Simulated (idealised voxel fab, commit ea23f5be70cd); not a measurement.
Presented below is a process module, voxel self aligned contacts.
The figure presents cross-section cut, which has a width of 230 nm and is divided into square cells with an edge length of 5 nm.
A cross-section in this document is a grid of square cells, and it is written down as bands, the top band listed before the ones below it; a band is made up of one or more rows of cells. What a band's entry tells you: where the top is and where the bottom is, as heights in nm, and after that what lies inside, material by material from left to right, each with its width in nm. Empty space is written as the word "blank", and a single material marked with the word "throughout" occupies the band from edge to edge. Heads up on the height convention: 0 is the point under which the incoming wafer is all one material, and the lowest band has no bottom, it just keeps going down, like "z 0 and below". Width: "30 to 40" (first number = top row, second number = bottom row, same change from row to row of cells). Any step labelled "nothing altered" changed none of the cells in the cross-section. The label "Sealed internal cavities" introduces a list of the empty spaces, 8 cells or larger, that have no open way up to the top; each entry in it reads width x height at distance, where the distance is taken from the left edge and all three are stated in nm. The remark found on a step's line after its settings is issued by the simulator itself and pertains to that step. When a step includes a mask, the "overlay nm" setting on its line states how far to the right of its planned place that mask lay, and negative values state how far to the left.

**Intended process steps**
1,RECEIVE | material Si
2,OXIDIZE | depth nm 5
3,DIRECTIONAL_DEP | material polySi | thk nm 30
4,DIRECTIONAL_DEP | material SiN | thk nm 20
5,DIRECTIONAL_DEP | material aC | thk nm 10
6,PATTERN | tone cover | mask id GATE | material resist | width nm 30 | pitch nm 60 | thk nm 25 | overlay nm 0
7,DIRECTIONAL_ETCH | etch materials aC | depth nm 10
8,STRIP | etch materials resist
9,DIRECTIONAL_ETCH | etch materials SiN | depth nm 20
10,DIRECTIONAL_ETCH | etch materials polySi | depth nm 30
11,STRIP | etch materials aC
12,CONFORMAL_DEP | material SiN | thk nm 5
13,DIRECTIONAL_ETCH | etch materials SiN | depth nm 5
14,FILL_DEP | material SiO2 | thk nm 15
15,CMP | height nm 60
16,MASKED_ETCH | tone open | mask id CONTACT | width nm 40 | pitch nm 60 | etch materials SiO2 | depth nm 65 | overlay nm -15
17,CONFORMAL_DEP | material TiN | thk nm 5
18,FILL_DEP | material W | thk nm 10
19,CMP | height nm 60
20,CONFORMAL_DEP | material SiN | thk nm 5
Where the wafers of this document differ is in the overlay nm of step 16; they start out the same, and the plan states the value that applied to the first wafer.

**Cross-section of the first of several wafers on receipt, reflecting completion of step 1**
	z 0 and below | Si throughout
	Sealed internal cavities: none

**Per-wafer rows below. For each material: cells gained (+) or lost (-) since the wafer was received, as of end of module. Then: closed voids**
overlay nm -15, -46 Si, +178 SiN, +260 SiO2, +64 TiN, +34 W, +108 polySi, Sealed internal cavities: none
overlay nm -10, -46 Si, +178 SiN, +238 SiO2, +64 TiN, +56 W, +108 polySi, Sealed internal cavities: none
overlay nm -5, -46 Si, +178 SiN, +238 SiO2, +64 TiN, +56 W, +108 polySi, Sealed internal cavities: none
overlay nm 0, -46 Si, +178 SiN, +238 SiO2, +64 TiN, +56 W, +108 polySi, Sealed internal cavities: none
overlay nm 5, -46 Si, +178 SiN, +238 SiO2, +64 TiN, +56 W, +108 polySi, Sealed internal cavities: none
overlay nm 10, -46 Si, +178 SiN, +238 SiO2, +64 TiN, +56 W, +108 polySi, Sealed internal cavities: none
overlay nm 15, -46 Si, +178 SiN, +260 SiO2, +64 TiN, +34 W, +108 polySi, Sealed internal cavities: none
